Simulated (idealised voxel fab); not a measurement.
You're looking at the process module voxel tone inversion.
The figure presents cross-section cut, which has a width of 240 nm and is divided into square cells with an edge length of 5 nm.
This document writes a cross-section as a grid whose cells are square, and gives it as bands, listed from the top down; one or more rows of cells form a band.
Look at the band entry: it leads with the top's height and the bottom's height in nm. Then it lists the materials left to right, with a width in nm for each. The word "full width" on a single material says that material fills the band edge to edge. The word "blank" is empty space.
Basically, 0 is our baseline, since under it the wafer straight out of the box is all one material. The bottom band has no lower end and keeps on going down, so it looks like "top 0, no bottom".
The width entry "30 to 40" should be interpreted row by row: the top row of cells in the band takes the first number, the bottom row takes the second number, and the change between adjacent rows is uniform throughout.
It should be understood that the words "no alteration", when stated for a given step, signify that the cross-section underwent no change in any of its cells during that step.
Unvented voids: empty space of 8 cells or more with no open way to the top, each as width x height at its distance from the left edge, in nm
What comes after the settings on a step's line is commentary from the simulator itself on that step.
When a step includes a mask, the "overlay nm" setting on its line states how far to the right of its planned place that mask lay, and negative values state how far to the left.
Read each pair as before and after one process step. The after cross-section shows only down to the lowest band that changed. The step between them and its settings are given below the pair. Pairs can come from different runs of this module on the same starting wafer. A pair continues from the pair above only where its "Before the process" entry says so.

BEFORE THE PROCESS
- top 0, no bottom | Si full width
- Unvented voids: none

SECTIONAL VIEW, POST-PROCESS
- top 5, bottom 0 | SiN full width
- Below a height of 0, the structure has not been altered.
- Unvented voids: none
Between the cross-sections above, the step performed was CONFORMAL_DEP,material SiN,thk nm 5

Before the process: The pre-step condition corresponds to the post-step cross-section depicted in the pair directly above.

SECTIONAL VIEW, POST-PROCESS
- top 25, bottom 5 | polySi full width
- Below a height of 5, the structure has not been altered.
- Unvented voids: none
Between the cross-sections above, the step performed was DIRECTIONAL_DEP,material polySi,thk nm 20

Before the process: The pre-step condition corresponds to the post-step cross-section depicted in the pair directly above.

SECTIONAL VIEW, POST-PROCESS
- top 50, bottom 25 | 45 blank  15 resist  30 blank  15 resist  30 blank  15 resist  30 blank  15 resist  45 blank
- Below a height of 25, the structure has not been altered.
- Unvented voids: none
Between the cross-sections above, the step performed was PATTERN,tone cover,mask id POSTS,material resist,width nm 15,pitch nm 45,thk nm 25,overlay nm 0

Before the process: The pre-step condition corresponds to the post-step cross-section depicted in the pair directly above.

SECTIONAL VIEW, POST-PROCESS
- top 50, bottom 25 | 45 blank  15 resist  30 blank  15 resist  30 blank  15 resist  30 blank  15 resist  45 blank
- top 25, bottom 5 | 45 blank  15 polySi  30 blank  15 polySi  30 blank  15 polySi  30 blank  15 polySi  45 blank
- Below a height of 5, the structure has not been altered.
- Unvented voids: none
Between the cross-sections above, the step performed was DIRECTIONAL_ETCH,etch materials polySi,depth nm 20

Before the process: The pre-step condition corresponds to the post-step cross-section depicted in the pair directly above.

SECTIONAL VIEW, POST-PROCESS
- top 25, bottom 5 | 45 blank  15 polySi  30 blank  15 polySi  30 blank  15 polySi  30 blank  15 polySi  45 blank
- Below a height of 5, the structure has not been altered.
- Unvented voids: none
Between the cross-sections above, the step performed was STRIP,etch materials resist

Before the process: The pre-step condition corresponds to the post-step cross-section depicted in the pair directly above.

SECTIONAL VIEW, POST-PROCESS
- top 35, bottom 25 | lowk full width
- top 25, bottom 5 | 45 lowk  15 polySi  30 lowk  15 polySi  30 lowk  15 polySi  30 lowk  15 polySi  45 lowk
- Below a height of 5, the structure has not been altered.
- Unvented voids: none
Between the cross-sections above, the step performed was FILL_DEP,material lowk,thk nm 10

Before the process: The pre-step condition corresponds to the post-step cross-section depicted in the pair directly above.

SECTIONAL VIEW, POST-PROCESS
- top 25, bottom 5 | 45 lowk  15 polySi  30 lowk  15 polySi  30 lowk  15 polySi  30 lowk  15 polySi  45 lowk
- Below a height of 5, the structure has not been altered.
- Unvented voids: none
Between the cross-sections above, the step performed was CMP,height nm 25

Before the process: The pre-step condition corresponds to the post-step cross-section depicted in the pair directly above.

SECTIONAL VIEW, POST-PROCESS
- top 25, bottom 5 | 45 lowk  15 blank  30 lowk  15 blank  30 lowk  15 blank  30 lowk  15 blank  45 lowk
- Below a height of 5, the structure has not been altered.
- Unvented voids: none
Between the cross-sections above, the step performed was STRIP,etch materials polySi

Before the process: The pre-step condition corresponds to the post-step cross-section depicted in the pair directly above.

SECTIONAL VIEW, POST-PROCESS
- top 30, bottom 25 | 50 TiN  5 blank  40 TiN  5 blank  40 TiN  5 blank  40 TiN  5 blank  50 TiN
- top 25, bottom 10 | 45 lowk  5 TiN  5 blank  5 TiN  30 lowk  5 TiN  5 blank  5 TiN  30 lowk  5 TiN  5 blank  5 TiN  30 lowk  5 TiN  5 blank  5 TiN  45 lowk
- top 10, bottom 5 | 45 lowk  15 TiN  30 lowk  15 TiN  30 lowk  15 TiN  30 lowk  15 TiN  45 lowk
- Below a height of 5, the structure has not been altered.
- Unvented voids: none
Between the cross-sections above, the step performed was CONFORMAL_DEP,material TiN,thk nm 5

Before the process: The pre-step condition corresponds to the post-step cross-section depicted in the pair directly above.

SECTIONAL VIEW, POST-PROCESS
- top 40, bottom 30 | Cu full width
- top 30, bottom 25 | 50 TiN  5 Cu  40 TiN  5 Cu  40 TiN  5 Cu  40 TiN  5 Cu  50 TiN
- top 25, bottom 10 | 45 lowk  5 TiN  5 Cu  5 TiN  30 lowk  5 TiN  5 Cu  5 TiN  30 lowk  5 TiN  5 Cu  5 TiN  30 lowk  5 TiN  5 Cu  5 TiN  45 lowk
- Below a height of 10, the structure has not been altered.
- Unvented voids: none
Between the cross-sections above, the step performed was FILL_DEP,material Cu,thk nm 10

Before the process: The pre-step condition corresponds to the post-step cross-section depicted in the pair directly above.

SECTIONAL VIEW, POST-PROCESS
- top 25, bottom 10 | 45 lowk  5 TiN  5 Cu  5 TiN  30 lowk  5 TiN  5 Cu  5 TiN  30 lowk  5 TiN  5 Cu  5 TiN  30 lowk  5 TiN  5 Cu  5 TiN  45 lowk
- Below a height of 10, the structure has not been altered.
- Unvented voids: none
Between the cross-sections above, the step performed was CMP,height nm 25

Before the process: The pre-step condition corresponds to the post-step cross-section depicted in the pair directly above.

SECTIONAL VIEW, POST-PROCESS
- top 30, bottom 25 | SiCN full width
- Below a height of 25, the structure has not been altered.
- Unvented voids: none
Between the cross-sections above, the step performed was CONFORMAL_DEP,material SiCN,thk nm 5

BEFORE THE PROCESS
- top 40, bottom 30 | Cu full width
- top 30, bottom 25 | 50 TiN  5 Cu  40 TiN  5 Cu  40 TiN  5 Cu  40 TiN  5 Cu  50 TiN
- top 25, bottom 10 | 45 lowk  5 TiN  5 Cu  5 TiN  30 lowk  5 TiN  5 Cu  5 TiN  30 lowk  5 TiN  5 Cu  5 TiN  30 lowk  5 TiN  5 Cu  5 TiN  45 lowk
- top 10, bottom 5 | 45 lowk  15 TiN  30 lowk  15 TiN  30 lowk  15 TiN  30 lowk  15 TiN  45 lowk
- top 5, bottom 0 | SiN full width
- top 0, no bottom | Si full width
- Unvented voids: none

SECTIONAL VIEW, POST-PROCESS
- top 45, bottom 40 | SiCN full width
- Below a height of 40, the structure has not been altered.
- Unvented voids: none
Between the cross-sections above, the step performed was CONFORMAL_DEP,material SiCN,thk nm 5

BEFORE THE PROCESS
- top 0, no bottom | Si full width
- Unvented voids: none

SECTIONAL VIEW, POST-PROCESS
- top 20, bottom 0 | polySi full width
- Below a height of 0, the structure has not been altered.
- Unvented voids: none
Between the cross-sections above, the step performed was DIRECTIONAL_DEP,material polySi,thk nm 20

Before the process: The pre-step condition corresponds to the post-step cross-section depicted in the pair directly above.

SECTIONAL VIEW, POST-PROCESS
- top 25, bottom 20 | SiN full width
- Below a height of 20, the structure has not been altered.
- Unvented voids: none
Between the cross-sections above, the step performed was CONFORMAL_DEP,material SiN,thk nm 5

Before the process: The pre-step condition corresponds to the post-step cross-section depicted in the pair directly above.

SECTIONAL VIEW, POST-PROCESS
- top 50, bottom 25 | 45 blank  15 resist  30 blank  15 resist  30 blank  15 resist  30 blank  15 resist  45 blank
- Below a height of 25, the structure has not been altered.
- Unvented voids: none
Between the cross-sections above, the step performed was PATTERN,tone cover,mask id POSTS,material resist,width nm 15,pitch nm 45,thk nm 25,overlay nm 0

Before the process: The pre-step condition corresponds to the post-step cross-section depicted in the pair directly above.

SECTIONAL VIEW, POST-PROCESS
- top 25, bottom 20 | SiN full width
- Below a height of 20, the structure has not been altered.
- Unvented voids: none
Between the cross-sections above, the step performed was STRIP,etch materials resist

Before the process: The pre-step condition corresponds to the post-step cross-section depicted in the pair directly above.

SECTIONAL VIEW, POST-PROCESS
- top 35, bottom 25 | lowk full width
- Below a height of 25, the structure has not been altered.
- Unvented voids: none
Between the cross-sections above, the step performed was FILL_DEP,material lowk,thk nm 10

Before the process: The pre-step condition corresponds to the post-step cross-section depicted in the pair directly above.

SECTIONAL VIEW, POST-PROCESS
- top 25, bottom 20 | SiN full width
- Below a height of 20, the structure has not been altered.
- Unvented voids: none
Between the cross-sections above, the step performed was CMP,height nm 25

Before the process: The pre-step condition corresponds to the post-step cross-section depicted in the pair directly above.

SECTIONAL VIEW, POST-PROCESS
- top 30, bottom 25 | TiN full width
- Below a height of 25, the structure has not been altered.
- Unvented voids: none
Between the cross-sections above, the step performed was CONFORMAL_DEP,material TiN,thk nm 5

Before the process: The pre-step condition corresponds to the post-step cross-section depicted in the pair directly above.

SECTIONAL VIEW, POST-PROCESS
- top 40, bottom 30 | Cu full width
- Below a height of 30, the structure has not been altered.
- Unvented voids: none
Between the cross-sections above, the step performed was FILL_DEP,material Cu,thk nm 10

Before the process: The pre-step condition corresponds to the post-step cross-section depicted in the pair directly above.

SECTIONAL VIEW, POST-PROCESS
- top 25, bottom 20 | SiN full width
- Below a height of 20, the structure has not been altered.
- Unvented voids: none
Between the cross-sections above, the step performed was CMP,height nm 25

Before the process: The pre-step condition corresponds to the post-step cross-section depicted in the pair directly above.

SECTIONAL VIEW, POST-PROCESS
- top 30, bottom 25 | SiCN full width
- Below a height of 25, the structure has not been altered.
- Unvented voids: none
Between the cross-sections above, the step performed was CONFORMAL_DEP,material SiCN,thk nm 5

BEFORE THE PROCESS
- top 40, bottom 30 | Cu full width
- top 30, bottom 25 | 50 TiN  5 Cu  40 TiN  5 Cu  40 TiN  5 Cu  40 TiN  5 Cu  50 TiN
- top 25, bottom 10 | 45 lowk  5 TiN  5 Cu  5 TiN  30 lowk  5 TiN  5 Cu  5 TiN  30 lowk  5 TiN  5 Cu  5 TiN  30 lowk  5 TiN  5 Cu  5 TiN  45 lowk
- top 10, bottom 5 | 45 lowk  15 TiN  30 lowk  15 TiN  30 lowk  15 TiN  30 lowk  15 TiN  45 lowk
- top 5, bottom 0 | SiN full width
- top 0, no bottom | Si full width
- Unvented voids: none

SECTIONAL VIEW, POST-PROCESS
- top 15, bottom 10 | 45 lowk  5 TiN  5 Cu  5 TiN  30 lowk  5 TiN  5 Cu  5 TiN  30 lowk  5 TiN  5 Cu  5 TiN  30 lowk  5 TiN  5 Cu  5 TiN  45 lowk
- Below a height of 10, the structure has not been altered.
- Unvented voids: none
Between the cross-sections above, the step performed was CMP,height nm 15

Before the process: The pre-step condition corresponds to the post-step cross-section depicted in the pair directly above.

SECTIONAL VIEW, POST-PROCESS
- top 20, bottom 15 | SiCN full width
- Below a height of 15, the structure has not been altered.
- Unvented voids: none
Between the cross-sections above, the step performed was CONFORMAL_DEP,material SiCN,thk nm 5

BEFORE THE PROCESS
- top 25, bottom 5 | polySi full width
- top 5, bottom 0 | SiN full width
- top 0, no bottom | Si full width
- Unvented voids: none

SECTIONAL VIEW, POST-PROCESS
- top 50, bottom 25 | 40 blank  25 resist  20 blank  25 resist  20 blank  25 resist  20 blank  25 resist  40 blank
- Below a height of 25, the structure has not been altered.
- Unvented voids: none
Between the cross-sections above, the step performed was PATTERN,tone cover,mask id POSTS,material resist,width nm 25,pitch nm 45,thk nm 25,overlay nm 0

Before the process: The pre-step condition corresponds to the post-step cross-section depicted in the pair directly above.

SECTIONAL VIEW, POST-PROCESS
- top 50, bottom 25 | 40 blank  25 resist  20 blank  25 resist  20 blank  25 resist  20 blank  25 resist  40 blank
- top 25, bottom 5 | 40 blank  25 polySi  20 blank  25 polySi  20 blank  25 polySi  20 blank  25 polySi  40 blank
- Below a height of 5, the structure has not been altered.
- Unvented voids: none
Between the cross-sections above, the step performed was DIRECTIONAL_ETCH,etch materials polySi,depth nm 20

Before the process: The pre-step condition corresponds to the post-step cross-section depicted in the pair directly above.

SECTIONAL VIEW, POST-PROCESS
- top 25, bottom 5 | 40 blank  25 polySi  20 blank  25 polySi  20 blank  25 polySi  20 blank  25 polySi  40 blank
- Below a height of 5, the structure has not been altered.
- Unvented voids: none
Between the cross-sections above, the step performed was STRIP,etch materials resist

Before the process: The pre-step condition corresponds to the post-step cross-section depicted in the pair directly above.

SECTIONAL VIEW, POST-PROCESS
- top 35, bottom 25 | lowk full width
- top 25, bottom 5 | 40 lowk  25 polySi  20 lowk  25 polySi  20 lowk  25 polySi  20 lowk  25 polySi  40 lowk
- Below a height of 5, the structure has not been altered.
- Unvented voids: none
Between the cross-sections above, the step performed was FILL_DEP,material lowk,thk nm 10

Before the process: The pre-step condition corresponds to the post-step cross-section depicted in the pair directly above.

SECTIONAL VIEW, POST-PROCESS
- top 25, bottom 5 | 40 lowk  25 polySi  20 lowk  25 polySi  20 lowk  25 polySi  20 lowk  25 polySi  40 lowk
- Below a height of 5, the structure has not been altered.
- Unvented voids: none
Between the cross-sections above, the step performed was CMP,height nm 25

Before the process: The pre-step condition corresponds to the post-step cross-section depicted in the pair directly above.

SECTIONAL VIEW, POST-PROCESS
- top 25, bottom 5 | 40 lowk  25 blank  20 lowk  25 blank  20 lowk  25 blank  20 lowk  25 blank  40 lowk
- Below a height of 5, the structure has not been altered.
- Unvented voids: none
Between the cross-sections above, the step performed was STRIP,etch materials polySi

Before the process: The pre-step condition corresponds to the post-step cross-section depicted in the pair directly above.

SECTIONAL VIEW, POST-PROCESS
- top 30, bottom 25 | 45 TiN  15 blank  30 TiN  15 blank  30 TiN  15 blank  30 TiN  15 blank  45 TiN
- top 25, bottom 10 | 40 lowk  5 TiN  15 blank  5 TiN  20 lowk  5 TiN  15 blank  5 TiN  20 lowk  5 TiN  15 blank  5 TiN  20 lowk  5 TiN  15 blank  5 TiN  40 lowk
- top 10, bottom 5 | 40 lowk  25 TiN  20 lowk  25 TiN  20 lowk  25 TiN  20 lowk  25 TiN  40 lowk
- Below a height of 5, the structure has not been altered.
- Unvented voids: none
Between the cross-sections above, the step performed was CONFORMAL_DEP,material TiN,thk nm 5

Before the process: The pre-step condition corresponds to the post-step cross-section depicted in the pair directly above.

SECTIONAL VIEW, POST-PROCESS
- top 40, bottom 30 | Cu full width
- top 30, bottom 25 | 45 TiN  15 Cu  30 TiN  15 Cu  30 TiN  15 Cu  30 TiN  15 Cu  45 TiN
- top 25, bottom 10 | 40 lowk  5 TiN  15 Cu  5 TiN  20 lowk  5 TiN  15 Cu  5 TiN  20 lowk  5 TiN  15 Cu  5 TiN  20 lowk  5 TiN  15 Cu  5 TiN  40 lowk
- Below a height of 10, the structure has not been altered.
- Unvented voids: none
Between the cross-sections above, the step performed was FILL_DEP,material Cu,thk nm 10

Before the process: The pre-step condition corresponds to the post-step cross-section depicted in the pair directly above.

SECTIONAL VIEW, POST-PROCESS
- top 25, bottom 10 | 40 lowk  5 TiN  15 Cu  5 TiN  20 lowk  5 TiN  15 Cu  5 TiN  20 lowk  5 TiN  15 Cu  5 TiN  20 lowk  5 TiN  15 Cu  5 TiN  40 lowk
- Below a height of 10, the structure has not been altered.
- Unvented voids: none
Between the cross-sections above, the step performed was CMP,height nm 25

Before the process: The pre-step condition corresponds to the post-step cross-section depicted in the pair directly above.

SECTIONAL VIEW, POST-PROCESS
- top 30, bottom 25 | SiCN full width
- Below a height of 25, the structure has not been altered.
- Unvented voids: none
Between the cross-sections above, the step performed was CONFORMAL_DEP,material SiCN,thk nm 5

BEFORE THE PROCESS
- top 25, bottom 5 | polySi full width
- top 5, bottom 0 | SiN full width
- top 0, no bottom | Si full width
- Unvented voids: none

SECTIONAL VIEW, POST-PROCESS
- top 50, bottom 25 | 55 blank  15 resist  30 blank  15 resist  30 blank  15 resist  30 blank  15 resist  35 blank
- Below a height of 25, the structure has not been altered.
- Unvented voids: none
Between the cross-sections above, the step performed was PATTERN,tone cover,mask id POSTS,material resist,width nm 15,pitch nm 45,thk nm 25,overlay nm 10

Before the process: The pre-step condition corresponds to the post-step cross-section depicted in the pair directly above.

SECTIONAL VIEW, POST-PROCESS
- top 50, bottom 25 | 55 blank  15 resist  30 blank  15 resist  30 blank  15 resist  30 blank  15 resist  35 blank
- top 25, bottom 5 | 55 blank  15 polySi  30 blank  15 polySi  30 blank  15 polySi  30 blank  15 polySi  35 blank
- Below a height of 5, the structure has not been altered.
- Unvented voids: none
Between the cross-sections above, the step performed was DIRECTIONAL_ETCH,etch materials polySi,depth nm 20

Before the process: The pre-step condition corresponds to the post-step cross-section depicted in the pair directly above.

SECTIONAL VIEW, POST-PROCESS
- top 25, bottom 5 | 55 blank  15 polySi  30 blank  15 polySi  30 blank  15 polySi  30 blank  15 polySi  35 blank
- Below a height of 5, the structure has not been altered.
- Unvented voids: none
Between the cross-sections above, the step performed was STRIP,etch materials resist

Before the process: The pre-step condition corresponds to the post-step cross-section depicted in the pair directly above.

SECTIONAL VIEW, POST-PROCESS
- top 35, bottom 25 | lowk full width
- top 25, bottom 5 | 55 lowk  15 polySi  30 lowk  15 polySi  30 lowk  15 polySi  30 lowk  15 polySi  35 lowk
- Below a height of 5, the structure has not been altered.
- Unvented voids: none
Between the cross-sections above, the step performed was FILL_DEP,material lowk,thk nm 10

Before the process: The pre-step condition corresponds to the post-step cross-section depicted in the pair directly above.

SECTIONAL VIEW, POST-PROCESS
- top 25, bottom 5 | 55 lowk  15 polySi  30 lowk  15 polySi  30 lowk  15 polySi  30 lowk  15 polySi  35 lowk
- Below a height of 5, the structure has not been altered.
- Unvented voids: none
Between the cross-sections above, the step performed was CMP,height nm 25

Before the process: The pre-step condition corresponds to the post-step cross-section depicted in the pair directly above.

SECTIONAL VIEW, POST-PROCESS
- top 25, bottom 5 | 55 lowk  15 blank  30 lowk  15 blank  30 lowk  15 blank  30 lowk  15 blank  35 lowk
- Below a height of 5, the structure has not been altered.
- Unvented voids: none
Between the cross-sections above, the step performed was STRIP,etch materials polySi

Before the process: The pre-step condition corresponds to the post-step cross-section depicted in the pair directly above.

SECTIONAL VIEW, POST-PROCESS
- top 30, bottom 25 | 60 TiN  5 blank  40 TiN  5 blank  40 TiN  5 blank  40 TiN  5 blank  40 TiN
- top 25, bottom 10 | 55 lowk  5 TiN  5 blank  5 TiN  30 lowk  5 TiN  5 blank  5 TiN  30 lowk  5 TiN  5 blank  5 TiN  30 lowk  5 TiN  5 blank  5 TiN  35 lowk
- top 10, bottom 5 | 55 lowk  15 TiN  30 lowk  15 TiN  30 lowk  15 TiN  30 lowk  15 TiN  35 lowk
- Below a height of 5, the structure has not been altered.
- Unvented voids: none
Between the cross-sections above, the step performed was CONFORMAL_DEP,material TiN,thk nm 5

Before the process: The pre-step condition corresponds to the post-step cross-section depicted in the pair directly above.

SECTIONAL VIEW, POST-PROCESS
- top 40, bottom 30 | Cu full width
- top 30, bottom 25 | 60 TiN  5 Cu  40 TiN  5 Cu  40 TiN  5 Cu  40 TiN  5 Cu  40 TiN
- top 25, bottom 10 | 55 lowk  5 TiN  5 Cu  5 TiN  30 lowk  5 TiN  5 Cu  5 TiN  30 lowk  5 TiN  5 Cu  5 TiN  30 lowk  5 TiN  5 Cu  5 TiN  35 lowk
- Below a height of 10, the structure has not been altered.
- Unvented voids: none
Between the cross-sections above, the step performed was FILL_DEP,material Cu,thk nm 10

Before the process: The pre-step condition corresponds to the post-step cross-section depicted in the pair directly above.

SECTIONAL VIEW, POST-PROCESS
- top 25, bottom 10 | 55 lowk  5 TiN  5 Cu  5 TiN  30 lowk  5 TiN  5 Cu  5 TiN  30 lowk  5 TiN  5 Cu  5 TiN  30 lowk  5 TiN  5 Cu  5 TiN  35 lowk
- Below a height of 10, the structure has not been altered.
- Unvented voids: none
Between the cross-sections above, the step performed was CMP,height nm 25

Before the process: The pre-step condition corresponds to the post-step cross-section depicted in the pair directly above.

SECTIONAL VIEW, POST-PROCESS
- top 30, bottom 25 | SiCN full width
- Below a height of 25, the structure has not been altered.
- Unvented voids: none
Between the cross-sections above, the step performed was CONFORMAL_DEP,material SiCN,thk nm 5

BEFORE THE PROCESS
- top 0, no bottom | Si full width
- Unvented voids: none

SECTIONAL VIEW, POST-PROCESS
- top 5, bottom 0 | lowk full width
- Below a height of 0, the structure has not been altered.
- Unvented voids: none
Between the cross-sections above, the step performed was CONFORMAL_DEP,material lowk,thk nm 5

Before the process: The pre-step condition corresponds to the post-step cross-section depicted in the pair directly above.

SECTIONAL VIEW, POST-PROCESS
- top 25, bottom 5 | polySi full width
- Below a height of 5, the structure has not been altered.
- Unvented voids: none
Between the cross-sections above, the step performed was DIRECTIONAL_DEP,material polySi,thk nm 20

Before the process: The pre-step condition corresponds to the post-step cross-section depicted in the pair directly above.

SECTIONAL VIEW, POST-PROCESS
- top 50, bottom 25 | 45 blank  15 resist  30 blank  15 resist  30 blank  15 resist  30 blank  15 resist  45 blank
- Below a height of 25, the structure has not been altered.
- Unvented voids: none
Between the cross-sections above, the step performed was PATTERN,tone cover,mask id POSTS,material resist,width nm 15,pitch nm 45,thk nm 25,overlay nm 0

Before the process: The pre-step condition corresponds to the post-step cross-section depicted in the pair directly above.

SECTIONAL VIEW, POST-PROCESS
- top 50, bottom 25 | 45 blank  15 resist  30 blank  15 resist  30 blank  15 resist  30 blank  15 resist  45 blank
- top 25, bottom 5 | 45 blank  15 polySi  30 blank  15 polySi  30 blank  15 polySi  30 blank  15 polySi  45 blank
- Below a height of 5, the structure has not been altered.
- Unvented voids: none
Between the cross-sections above, the step performed was DIRECTIONAL_ETCH,etch materials polySi,depth nm 20

Before the process: The pre-step condition corresponds to the post-step cross-section depicted in the pair directly above.

SECTIONAL VIEW, POST-PROCESS
- top 25, bottom 5 | 45 blank  15 polySi  30 blank  15 polySi  30 blank  15 polySi  30 blank  15 polySi  45 blank
- Below a height of 5, the structure has not been altered.
- Unvented voids: none
Between the cross-sections above, the step performed was STRIP,etch materials resist

Before the process: The pre-step condition corresponds to the post-step cross-section depicted in the pair directly above.

SECTIONAL VIEW, POST-PROCESS
- top 35, bottom 25 | lowk full width
- top 25, bottom 5 | 45 lowk  15 polySi  30 lowk  15 polySi  30 lowk  15 polySi  30 lowk  15 polySi  45 lowk
- Below a height of 5, the structure has not been altered.
- Unvented voids: none
Between the cross-sections above, the step performed was FILL_DEP,material lowk,thk nm 10

Before the process: The pre-step condition corresponds to the post-step cross-section depicted in the pair directly above.

SECTIONAL VIEW, POST-PROCESS
- top 25, bottom 5 | 45 lowk  15 polySi  30 lowk  15 polySi  30 lowk  15 polySi  30 lowk  15 polySi  45 lowk
- Below a height of 5, the structure has not been altered.
- Unvented voids: none
Between the cross-sections above, the step performed was CMP,height nm 25

Before the process: The pre-step condition corresponds to the post-step cross-section depicted in the pair directly above.

SECTIONAL VIEW, POST-PROCESS
- top 25, bottom 5 | 45 lowk  15 blank  30 lowk  15 blank  30 lowk  15 blank  30 lowk  15 blank  45 lowk
- Below a height of 5, the structure has not been altered.
- Unvented voids: none
Between the cross-sections above, the step performed was STRIP,etch materials polySi

Before the process: The pre-step condition corresponds to the post-step cross-section depicted in the pair directly above.

SECTIONAL VIEW, POST-PROCESS
- top 30, bottom 25 | 50 TiN  5 blank  40 TiN  5 blank  40 TiN  5 blank  40 TiN  5 blank  50 TiN
- top 25, bottom 10 | 45 lowk  5 TiN  5 blank  5 TiN  30 lowk  5 TiN  5 blank  5 TiN  30 lowk  5 TiN  5 blank  5 TiN  30 lowk  5 TiN  5 blank  5 TiN  45 lowk
- top 10, bottom 5 | 45 lowk  15 TiN  30 lowk  15 TiN  30 lowk  15 TiN  30 lowk  15 TiN  45 lowk
- Below a height of 5, the structure has not been altered.
- Unvented voids: none
Between the cross-sections above, the step performed was CONFORMAL_DEP,material TiN,thk nm 5

Before the process: The pre-step condition corresponds to the post-step cross-section depicted in the pair directly above.

SECTIONAL VIEW, POST-PROCESS
- top 40, bottom 30 | Cu full width
- top 30, bottom 25 | 50 TiN  5 Cu  40 TiN  5 Cu  40 TiN  5 Cu  40 TiN  5 Cu  50 TiN
- top 25, bottom 10 | 45 lowk  5 TiN  5 Cu  5 TiN  30 lowk  5 TiN  5 Cu  5 TiN  30 lowk  5 TiN  5 Cu  5 TiN  30 lowk  5 TiN  5 Cu  5 TiN  45 lowk
- Below a height of 10, the structure has not been altered.
- Unvented voids: none
Between the cross-sections above, the step performed was FILL_DEP,material Cu,thk nm 10

Before the process: The pre-step condition corresponds to the post-step cross-section depicted in the pair directly above.

SECTIONAL VIEW, POST-PROCESS
- top 25, bottom 10 | 45 lowk  5 TiN  5 Cu  5 TiN  30 lowk  5 TiN  5 Cu  5 TiN  30 lowk  5 TiN  5 Cu  5 TiN  30 lowk  5 TiN  5 Cu  5 TiN  45 lowk
- Below a height of 10, the structure has not been altered.
- Unvented voids: none
Between the cross-sections above, the step performed was CMP,height nm 25

Before the process: The pre-step condition corresponds to the post-step cross-section depicted in the pair directly above.

SECTIONAL VIEW, POST-PROCESS
- top 30, bottom 25 | SiCN full width
- Below a height of 25, the structure has not been altered.
- Unvented voids: none
Between the cross-sections above, the step performed was CONFORMAL_DEP,material SiCN,thk nm 5

BEFORE THE PROCESS
- top 25, bottom 5 | polySi full width
- top 5, bottom 0 | SiN full width
- top 0, no bottom | Si full width
- Unvented voids: none

SECTIONAL VIEW, POST-PROCESS
- top 50, bottom 25 | 45 resist  15 blank  30 resist  15 blank  30 resist  15 blank  30 resist  15 blank  45 resist
- Below a height of 25, the structure has not been altered.
- Unvented voids: none
Between the cross-sections above, the step performed was PATTERN,tone open,mask id POSTS,material resist,width nm 15,pitch nm 45,thk nm 25,overlay nm 0

Before the process: The pre-step condition corresponds to the post-step cross-section depicted in the pair directly above.

SECTIONAL VIEW, POST-PROCESS
- top 50, bottom 25 | 45 resist  15 blank  30 resist  15 blank  30 resist  15 blank  30 resist  15 blank  45 resist
- top 25, bottom 5 | 45 polySi  15 blank  30 polySi  15 blank  30 polySi  15 blank  30 polySi  15 blank  45 polySi
- Below a height of 5, the structure has not been altered.
- Unvented voids: none
Between the cross-sections above, the step performed was DIRECTIONAL_ETCH,etch materials polySi,depth nm 20

Before the process: The pre-step condition corresponds to the post-step cross-section depicted in the pair directly above.

SECTIONAL VIEW, POST-PROCESS
- top 25, bottom 5 | 45 polySi  15 blank  30 polySi  15 blank  30 polySi  15 blank  30 polySi  15 blank  45 polySi
- Below a height of 5, the structure has not been altered.
- Unvented voids: none
Between the cross-sections above, the step performed was STRIP,etch materials resist

Before the process: The pre-step condition corresponds to the post-step cross-section depicted in the pair directly above.

SECTIONAL VIEW, POST-PROCESS
- top 35, bottom 25 | lowk full width
- top 25, bottom 5 | 45 polySi  15 lowk  30 polySi  15 lowk  30 polySi  15 lowk  30 polySi  15 lowk  45 polySi
- Below a height of 5, the structure has not been altered.
- Unvented voids: none
Between the cross-sections above, the step performed was FILL_DEP,material lowk,thk nm 10

Before the process: The pre-step condition corresponds to the post-step cross-section depicted in the pair directly above.

SECTIONAL VIEW, POST-PROCESS
- top 25, bottom 5 | 45 polySi  15 lowk  30 polySi  15 lowk  30 polySi  15 lowk  30 polySi  15 lowk  45 polySi
- Below a height of 5, the structure has not been altered.
- Unvented voids: none
Between the cross-sections above, the step performed was CMP,height nm 25

Before the process: The pre-step condition corresponds to the post-step cross-section depicted in the pair directly above.

SECTIONAL VIEW, POST-PROCESS
- top 25, bottom 5 | 45 blank  15 lowk  30 blank  15 lowk  30 blank  15 lowk  30 blank  15 lowk  45 blank
- Below a height of 5, the structure has not been altered.
- Unvented voids: none
Between the cross-sections above, the step performed was STRIP,etch materials polySi

Before the process: The pre-step condition corresponds to the post-step cross-section depicted in the pair directly above.

SECTIONAL VIEW, POST-PROCESS
- top 30, bottom 25 | 40 blank  25 TiN  20 blank  25 TiN  20 blank  25 TiN  20 blank  25 TiN  40 blank
- top 25, bottom 10 | 40 blank  5 TiN  15 lowk  5 TiN  20 blank  5 TiN  15 lowk  5 TiN  20 blank  5 TiN  15 lowk  5 TiN  20 blank  5 TiN  15 lowk  5 TiN  40 blank
- top 10, bottom 5 | 45 TiN  15 lowk  30 TiN  15 lowk  30 TiN  15 lowk  30 TiN  15 lowk  45 TiN
- Below a height of 5, the structure has not been altered.
- Unvented voids: none
Between the cross-sections above, the step performed was CONFORMAL_DEP,material TiN,thk nm 5

Before the process: The pre-step condition corresponds to the post-step cross-section depicted in the pair directly above.

SECTIONAL VIEW, POST-PROCESS
- top 40, bottom 30 | Cu full width
- top 30, bottom 25 | 40 Cu  25 TiN  20 Cu  25 TiN  20 Cu  25 TiN  20 Cu  25 TiN  40 Cu
- top 25, bottom 10 | 40 Cu  5 TiN  15 lowk  5 TiN  20 Cu  5 TiN  15 lowk  5 TiN  20 Cu  5 TiN  15 lowk  5 TiN  20 Cu  5 TiN  15 lowk  5 TiN  40 Cu
- Below a height of 10, the structure has not been altered.
- Unvented voids: none
Between the cross-sections above, the step performed was FILL_DEP,material Cu,thk nm 10

Before the process: The pre-step condition corresponds to the post-step cross-section depicted in the pair directly above.

SECTIONAL VIEW, POST-PROCESS
- top 25, bottom 10 | 40 Cu  5 TiN  15 lowk  5 TiN  20 Cu  5 TiN  15 lowk  5 TiN  20 Cu  5 TiN  15 lowk  5 TiN  20 Cu  5 TiN  15 lowk  5 TiN  40 Cu
- Below a height of 10, the structure has not been altered.
- Unvented voids: none
Between the cross-sections above, the step performed was CMP,height nm 25

Before the process: The pre-step condition corresponds to the post-step cross-section depicted in the pair directly above.

SECTIONAL VIEW, POST-PROCESS
- top 30, bottom 25 | SiCN full width
- Below a height of 25, the structure has not been altered.
- Unvented voids: none
Between the cross-sections above, the step performed was CONFORMAL_DEP,material SiCN,thk nm 5
